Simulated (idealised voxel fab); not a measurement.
process module | voxel lift off
cross-section cut | 165 nm wide | cells 5 nm
A cross-section is a grid of square cells, given in bands from the top down. A band is one or more rows of cells.
Each band's line starts with the height of the band's top and of its bottom, in nm. Then come its materials from left to right, each with its width in nm. One material with "throughout" fills the band from edge to edge. "air" is empty space.
Height 0 is the level under which the wafer as received is all one material. The lowest band goes on downwards, as in "0 down".
A width such as "30 to 40" changes by the same amount from each row of cells to the next, from the band's top row to its bottom row.
"no change" after a step means that no cell of the cross-section changed.
closed voids: empty space of 8 cells or more with no open way to the top, each as width x height at its distance from the left edge, in nm
after a step's settings: what the simulator itself notes on the step
overlay nm, on a step with a mask: how far to the right of its planned place the mask lay; to the left if negative
plan
1 op RECEIVE | material Si
2 op CONFORMAL_DEP | material SiO2 | thk nm 15
3 op PATTERN | tone open | mask id LINES | material resist | width nm 20 | pitch nm 45 | thk nm 25 | overlay nm 0
4 op DIRECTIONAL_DEP | material Ru | thk nm 10
5 op STRIP | etch materials resist
6 op CONFORMAL_DEP | material SiO2 | thk nm 10
varied across the wafers: width nm of step 3. The plan shows the first wafer's value. All wafers start alike
first wafer as received, after step 1
  0 down: Si throughout
  closed voids: none
first wafer at the end, after step 6
  35 to 25: air 15 | SiO2 40 | air 5 | SiO2 40 | air 5 | SiO2 40 | air 20
  25 to 15: SiO2 25 | Ru 20 | SiO2 25 | Ru 20 | SiO2 25 | Ru 20 | SiO2 30
  15 to 0: SiO2 throughout
  0 down: Si throughout
  closed voids: none
last wafer at the end
  35 to 25: air 10 | SiO2 140 | air 15
  25 to 15: SiO2 20 | Ru 30 | SiO2 15 | Ru 30 | SiO2 15 | Ru 30 | SiO2 25
  15 to 0: SiO2 throughout
  0 down: Si throughout
  closed voids: none
each wafer at the end: cells of each material gained (+) or lost (-) since it was received, then its closed voids
width nm 20 | +24 Ru | +189 SiO2 | closed voids: none
width nm 25 | +30 Ru | +189 SiO2 | closed voids: none
width nm 30 | +36 Ru | +185 SiO2 | closed voids: none
